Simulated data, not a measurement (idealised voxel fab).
Documented hereafter: the process module known as voxel self aligned vias.
The figure presents cross-section cut, which has a width of 280 nm and is divided into square cells with an edge length of 5 nm.
Heads up, the way a cross-section reads in here is a grid of square cells, handed over as bands from the top down, with every band being one or more rows of cells. For a band, the entry starts with two heights in nm, that of the top and then that of the bottom, and carries on with the band's materials in order from left to right, each alongside its width in nm; the word "throughout" beside a single material means it fills the band edge to edge, and "blank" means empty space. A quick word on heights: they are counted from 0, and under that level the wafer as it came to us is one material throughout. The lowest band is different from the rest in having no bottom; it simply continues downward, written as in "0 -> down". The expression "30..40" gives the width at the extremes of the band, the first number at its top row of cells and the second at its bottom row, with the width changing by equal amounts from each row to the next in between. "no alteration", as given for a step, is the statement that not any cell of the cross-section underwent a change during that step. Each empty space that has no open way to the top and spans at least 8 cells appears under "Trapped void list" as width x height at distance, the distance counted from the left edge, all in nm. If you see something after the settings on a step's line, that's the simulator's own remark about that step. overlay nm: right-of-plan distance of the mask on a masked step; negative values mean left-of-plan.
Below is the list of planned process steps:
1) RECEIVE with material Si
2) CONFORMAL_DEP with material SiO2, thk nm 10
3) CONFORMAL_DEP with material SiCN, thk nm 5
4) DIRECTIONAL_DEP with material SiO2, thk nm 30
5) MASKED_ETCH with tone open, mask id LINES, width nm 30, pitch nm 70, etch materials SiO2, depth nm 30, overlay nm 0
6) CONFORMAL_DEP with material TiN, thk nm 5
7) FILL_DEP with material Ru, thk nm 10
8) CMP with height nm 45
9) SELECTIVE_ETCH with etch materials W Ru TiN, depth nm 5
10) FILL_DEP with material SiN, thk nm 5
11) CMP with height nm 45
12) DIRECTIONAL_DEP with material SiO2, thk nm 20
13) MASKED_ETCH with tone open, mask id VIAS, width nm 50, etch materials SiO2, depth nm 20, overlay nm 0
14) MASKED_ETCH with tone open, mask id VIAS, width nm 50, etch materials SiN, depth nm 5, overlay nm 0
15) CONFORMAL_DEP with material TiN, thk nm 5
16) FILL_DEP with material W, thk nm 10
17) CMP with height nm 65
18) CONFORMAL_DEP with material SiCN, thk nm 5
This is the cross-section of the wafer as we received it, i.e. after step 1:
	0 -> down = Si throughout
	Trapped void list: none
What the wafer looks like in cross-section after this module, when it starts as shown above and follows the plan above but one mistake is made in running it:
	75 -> 70 = SiCN throughout
	70 -> 65 = TiN: 85, then W: 40, then TiN: 155
	65 -> 50 = SiO2: 80, then TiN: 5, then W: 40, then TiN: 5, then SiO2: 150
	50 -> 45 = SiO2: 80, then TiN: 15, then W: 20, then TiN: 15, then SiO2: 150
	45 -> 40 = SiO2: 90, then TiN: 30, then SiO2: 40, then SiN: 30, then SiO2: 90
	40 -> 20 = SiO2: 90, then TiN: 5, then Ru: 20, then TiN: 5, then SiO2: 40, then TiN: 5, then Ru: 20, then TiN: 5, then SiO2: 90
	20 -> 15 = SiO2: 90, then TiN: 30, then SiO2: 40, then TiN: 30, then SiO2: 90
	15 -> 10 = SiCN throughout
	10 -> 0 = SiO2 throughout
	0 -> down = Si throughout
	Trapped void list: none
Finding, execution versus plan: step 17 was processed under conditions differing from the plan, specifically as CMP with height nm 70
